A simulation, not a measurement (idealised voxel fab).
Documented hereafter: the process module known as voxel gate over fins.
Displayed cross-section: cut, width of 250 nm, square cells sized 5 nm.
A cross-section is written here as square cells arranged in a grid, and it is given in bands from the top down, each band taking up one or more rows of cells. Within each band entry, the heights of the top and of the bottom of the band appear first, in that order and in nm; the materials of the band then follow from left to right, each with its corresponding width in nm. The designation "all across" on a single material indicates that it fills the band from edge to edge; the designation "blank" indicates empty space. The level at which height equals 0 is the one under which the wafer, as it arrives, is entirely one material. No lower edge exists for the bottom band, which continues downward and is notated as in "z 0 and below". Note: "30..40" means the width goes from the first number (top row of the band) to the second number (bottom row) in equal steps per row of cells. Take "remains unaltered" at face value: in the step it is given for, the cross-section changed in none of its cells. "Sealed-off cavities" contains a list of empty spaces, each no smaller than 8 cells and without an open way to the top, written in the form width x height at distance with the distance from the left edge and all three in nm. Where a step's line continues beyond its settings, the continuation is a remark by the simulator itself on that step. Each step line may optionally specify "overlay nm", which for a step with a mask gives the rightward distance between the mask's planned place and where it lay, a negative value indicating the leftward direction.
The process steps that were planned are listed below:
1: RECEIVE with material Si
2: CONFORMAL_DEP with material SiN, thk nm 10
3: PATTERN with tone cover, mask id FINS, material resist, width nm 15, pitch nm 60, thk nm 20, overlay nm 0
4: DIRECTIONAL_ETCH with etch materials SiN, depth nm 10
5: DIRECTIONAL_ETCH with etch materials Si, depth nm 40
6: STRIP with etch materials resist
7: OXIDIZE with depth nm 5
8: FILL_DEP with material SiO2, thk nm 5
9: CMP with height nm 10
10: MASKED_ETCH with tone open, mask id RAIL, width nm 15, etch materials SiO2, depth nm 45, overlay nm 0
11: CONFORMAL_DEP with material TiN, thk nm 5
12: FILL_DEP with material Ru, thk nm 10
13: CMP with height nm 10
14: SELECTIVE_ETCH with etch materials W Ru TiN, depth nm 25
15: FILL_DEP with material SiO2, thk nm 5
16: CMP with height nm 10
17: SELECTIVE_ETCH with etch materials SiO2, depth nm 20
18: STRIP with etch materials SiN
19: CONFORMAL_DEP with material HfO2, thk nm 5
20: CONFORMAL_DEP with material TiN, thk nm 5
21: CONFORMAL_DEP with material TiAl, thk nm 5
22: CONFORMAL_DEP with material TiN, thk nm 5
23: FILL_DEP with material W, thk nm 10
24: CMP with height nm 25
25: CONFORMAL_DEP with material SiCN, thk nm 10
Cross-section of the wafer as it came to us, i.e., already through step 1:
* z 0 and below: Si all across
* Sealed-off cavities: none
Final cross-section, module run with one mistake (start and plan as above):
* z 35 to 25: SiCN all across
* z 25 to 20: W all across
* z 20 to 15: 45 of TiN, 15 of W, 45 of TiN, 15 of W, 45 of TiN, 15 of W, 45 of TiN, 25 of W
* z 15 to 10: 5 of TiN, 35 of TiAl, 5 of TiN, 15 of W, 5 of TiN, 35 of TiAl, 5 of TiN, 15 of W, 5 of TiN, 35 of TiAl, 5 of TiN, 15 of W, 5 of TiN, 35 of TiAl, 5 of TiN, 25 of W
* z 10 to 5: 5 of TiN, 5 of TiAl, 25 of TiN, 5 of TiAl, 25 of TiN, 5 of TiAl, 25 of TiN, 5 of TiAl, 25 of TiN, 5 of TiAl, 25 of TiN, 5 of TiAl, 25 of TiN, 5 of TiAl, 25 of TiN, 5 of TiAl, 30 of TiN
* z 5 to 0: 10 of TiAl, 5 of TiN, 15 of HfO2, 5 of TiN, 35 of TiAl, 5 of TiN, 15 of HfO2, 5 of TiN, 35 of TiAl, 5 of TiN, 15 of HfO2, 5 of TiN, 35 of TiAl, 5 of TiN, 15 of HfO2, 5 of TiN, 35 of TiAl
* z 0 to -5: 15 of TiN, 5 of HfO2, 5 of Si, 5 of HfO2, 45 of TiN, 5 of HfO2, 5 of Si, 5 of HfO2, 45 of TiN, 5 of HfO2, 5 of Si, 5 of HfO2, 45 of TiN, 5 of HfO2, 5 of Si, 5 of HfO2, 40 of TiN
* z -5 to -10: 20 of HfO2, 5 of Si, 55 of HfO2, 5 of Si, 55 of HfO2, 5 of Si, 55 of HfO2, 5 of Si, 45 of HfO2
* z -10 to -15: 20 of SiO2, 5 of Si, 55 of SiO2, 5 of Si, 55 of SiO2, 5 of Si, 55 of SiO2, 5 of Si, 45 of SiO2
* z -15 to -30: 20 of SiO2, 5 of Si, 30 of SiO2, 5 of TiN, 5 of Ru, 5 of TiN, 10 of SiO2, 5 of Si, 55 of SiO2, 5 of Si, 55 of SiO2, 5 of Si, 45 of SiO2
* z -30 to -35: 20 of SiO2, 5 of Si, 30 of SiO2, 15 of TiN, 10 of SiO2, 5 of Si, 55 of SiO2, 5 of Si, 55 of SiO2, 5 of Si, 45 of SiO2
* z -35 to -45: 20 of SiO2, 5 of Si, 55 of SiO2, 5 of Si, 55 of SiO2, 5 of Si, 55 of SiO2, 5 of Si, 45 of SiO2
* z -45 and below: Si all across
* Sealed-off cavities: none
Processing error: planned and actual differ for step 3; actual: PATTERN with tone cover, mask id FINS, material resist, width nm 15, pitch nm 60, thk nm 20, overlay nm -10
